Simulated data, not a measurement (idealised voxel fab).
You're looking at the process module voxel transistor to metal.
The cross-section shown here is cut; it is 215 nm wide and divided into square cells measuring 5 nm on a side.
Notation: cross-section as square-cell grid; stated in bands, top first, going down; one or more cell rows per band.
The band entry comprises the height of the band's top followed by the height of its bottom, expressed in nm, and subsequently the band's materials from left to right, each stated together with its width in nm. Where a single material is marked with the word "everywhere", that material fills the band from edge to edge. The word "blank" represents empty space.
Note: height 0 marks the level under which the wafer is uniformly one material as received. Lowest band unbounded below, written "z 0 and below".
A width given as "30..40" starts at the first number in the band's top row and ends at the second number in its bottom row, shifting by an equal amount at every step from row to row.
The cross-section has no changed cell in any step marked "nothing got changed".
In the "Fully sealed cavities" entry, you get each enclosed empty space of 8 cells or more, one with no open way to the top, written width x height at distance, distance from the left edge, in nm.
Heads up: the bit after the settings on a step's line is the simulator's remark on that step.
overlay nm: where the mask lay relative to plan, measured to the right, on steps with a mask; negatives go left.

[The planned process steps are enumerated hereunder]
- 1: RECEIVE (material Si)
- 2: OXIDIZE (depth nm 5)
- 3: CONFORMAL_DEP (material SiN; thk nm 15)
- 4: DIRECTIONAL_DEP (material aC; thk nm 15)
- 5: PATTERN (tone cover; mask id ACTIVE; material resist; width nm 105; thk nm 35; overlay nm 0)
- 6: DIRECTIONAL_ETCH (etch materials aC; depth nm 15)
- 7: STRIP (etch materials resist)
- 8: DIRECTIONAL_ETCH (etch materials SiN; depth nm 15)
- 9: DIRECTIONAL_ETCH (etch materials SiO2; depth nm 5)
- 10: DIRECTIONAL_ETCH (etch materials Si; depth nm 30)
- 11: STRIP (etch materials aC)
- 12: FILL_DEP (material SiO2; thk nm 10)
- 13: CMP (height nm 15)
- 14: SELECTIVE_ETCH (etch materials SiO2; depth nm 10)
- 15: STRIP (etch materials SiN)
- 16: SELECTIVE_ETCH (etch materials SiO2; depth nm 5)
- 17: OXIDIZE (depth nm 5)
- 18: DIRECTIONAL_DEP (material polySi; thk nm 30)
- 19: DIRECTIONAL_DEP (material SiCN; thk nm 15)
- 20: DIRECTIONAL_DEP (material aC; thk nm 10)
- 21: PATTERN (tone cover; mask id GATE; material resist; width nm 25; thk nm 25; overlay nm 0)
- 22: DIRECTIONAL_ETCH (etch materials aC; depth nm 10)
- 23: STRIP (etch materials resist)
- 24: DIRECTIONAL_ETCH (etch materials SiCN; depth nm 25)
- 25: DIRECTIONAL_ETCH (etch materials polySi; depth nm 40)
- 26: STRIP (etch materials aC)
- 27: CONFORMAL_DEP (material SiN; thk nm 10)
- 28: DIRECTIONAL_ETCH (etch materials SiN; depth nm 10)
- 29: DIRECTIONAL_ETCH (etch materials SiO2; depth nm 5)
- 30: DIRECTIONAL_ETCH (etch materials Si; depth nm 10)
- 31: EPI (material nSi; thk nm 10)
- 32: FILL_DEP (material SiO2; thk nm 10)
- 33: CMP (height nm 40)
- 34: DIRECTIONAL_DEP (material SiO2; thk nm 15)
- 35: PATTERN (tone open; mask id CONTACT; material resist; width nm 20; pitch nm 75; thk nm 15; overlay nm 0)
- 36: DIRECTIONAL_ETCH (etch materials SiO2; depth nm 65)
- 37: STRIP (etch materials resist)
- 38: CONFORMAL_DEP (material TiN; thk nm 5)
- 39: FILL_DEP (material Ru; thk nm 5)
- 40: CMP (height nm 55)
- 41: DIRECTIONAL_DEP (material TiN; thk nm 5)
- 42: DIRECTIONAL_DEP (material W; thk nm 25)
- 43: DIRECTIONAL_DEP (material aC; thk nm 15)
- 44: PATTERN (tone cover; mask id METAL_1; material resist; width nm 20; pitch nm 75; thk nm 30; overlay nm 0)
- 45: DIRECTIONAL_ETCH (etch materials aC; depth nm 15)
- 46: STRIP (etch materials resist)
- 47: DIRECTIONAL_ETCH (etch materials W; depth nm 25)
- 48: DIRECTIONAL_ETCH (etch materials TiN; depth nm 5)
- 49: STRIP (etch materials aC)
- 50: CONFORMAL_DEP (material SiCN; thk nm 5)
- 51: FILL_DEP (material SiO2; thk nm 5)
- 52: CMP (height nm 85)
- 53: CONFORMAL_DEP (material SiN; thk nm 5)

[As-received wafer cross-section (after step 1)]
> z 0 and below | Si everywhere
> Fully sealed cavities: none

[Wafer cross-section at module end: first of two, run to plan]
> z 90 to 85 | SiN everywhere
> z 85 to 60 | SiO2: 55  SiCN: 5  W: 20  SiCN: 5  SiO2: 45  SiCN: 5  W: 20  SiCN: 5  SiO2: 55
> z 60 to 55 | SiCN: 60  TiN: 20  SiCN: 55  TiN: 20  SiCN: 60
> z 55 to 40 | SiO2: 60  TiN: 5  Ru: 10  TiN: 5  SiO2: 55  TiN: 5  Ru: 10  TiN: 5  SiO2: 60
> z 40 to 25 | SiO2: 60  TiN: 5  Ru: 10  TiN: 5  SiO2: 5  SiN: 10  SiCN: 25  SiN: 10  SiO2: 5  TiN: 5  Ru: 10  TiN: 5  SiO2: 60
> z 25 to 5 | SiO2: 60  TiN: 5  Ru: 10  TiN: 5  SiO2: 5  SiN: 10  polySi: 25  SiN: 10  SiO2: 5  TiN: 5  Ru: 10  TiN: 5  SiO2: 60
> z 5 to 0 | SiO2: 60  TiN: 20  SiO2: 5  SiN: 10  polySi: 25  SiN: 10  SiO2: 5  TiN: 20  SiO2: 60
> z 0 to -5 | SiO2: 50  SiN: 10  nSi: 10  TiN: 5  nSi: 10  SiN: 10  polySi: 25  SiN: 10  nSi: 10  TiN: 5  nSi: 10  SiN: 10  SiO2: 50
> z -5 to -10 | SiO2: 60  nSi: 10  TiN: 5  nSi: 10  SiO2: 45  nSi: 10  TiN: 5  nSi: 10  SiO2: 60
> z -10 to -20 | SiO2: 55  Si: 5  nSi: 25  Si: 45  nSi: 25  Si: 5  SiO2: 55
> z -20 to -35 | SiO2: 55  Si: 105  SiO2: 55
> z -35 and below | Si everywhere
> Fully sealed cavities: none

[Module end: cross-section of wafer two of two. Same start and process plan as the first wafer. One mistake during execution]
> z 90 to 85 | SiN everywhere
> z 85 to 60 | SiO2: 55  SiCN: 5  W: 20  SiCN: 5  SiO2: 45  SiCN: 5  W: 20  SiCN: 5  SiO2: 55
> z 60 to 55 | SiCN: 60  TiN: 20  SiCN: 55  TiN: 20  SiCN: 60
> z 55 to 40 | SiO2: 60  TiN: 5  Ru: 10  TiN: 5  SiO2: 55  TiN: 5  Ru: 10  TiN: 5  SiO2: 60
> z 40 to 35 | SiO2: 60  TiN: 5  Ru: 10  TiN: 5  SiO2: 5  SiN: 10  SiCN: 25  SiN: 10  SiO2: 5  TiN: 5  Ru: 10  TiN: 5  SiO2: 60
> z 35 to 30 | SiCN: 50  SiN: 10  TiN: 20  SiO2: 5  SiN: 10  SiCN: 25  SiN: 10  SiO2: 5  TiN: 20  SiN: 10  SiCN: 50
> z 30 to 25 | polySi: 50  SiCN: 115  polySi: 50
> z 25 to 0 | polySi everywhere
> z 0 to -5 | SiO2: 50  polySi: 115  SiO2: 50
> z -5 to -10 | SiO2 everywhere
> z -10 to -35 | SiO2: 55  Si: 105  SiO2: 55
> z -35 and below | Si everywhere
> Fully sealed cavities: none
What went wrong in running the wafer? step 19 of the plan was performed twice
Final cells, second wafer relative to first, materials higher or lower: 24 fewer of Ru; 20 more of Si; 38 more of SiCN; 28 fewer of SiN; 170 fewer of SiO2; 28 fewer of TiN; 36 fewer of nSi; 228 more of polySi
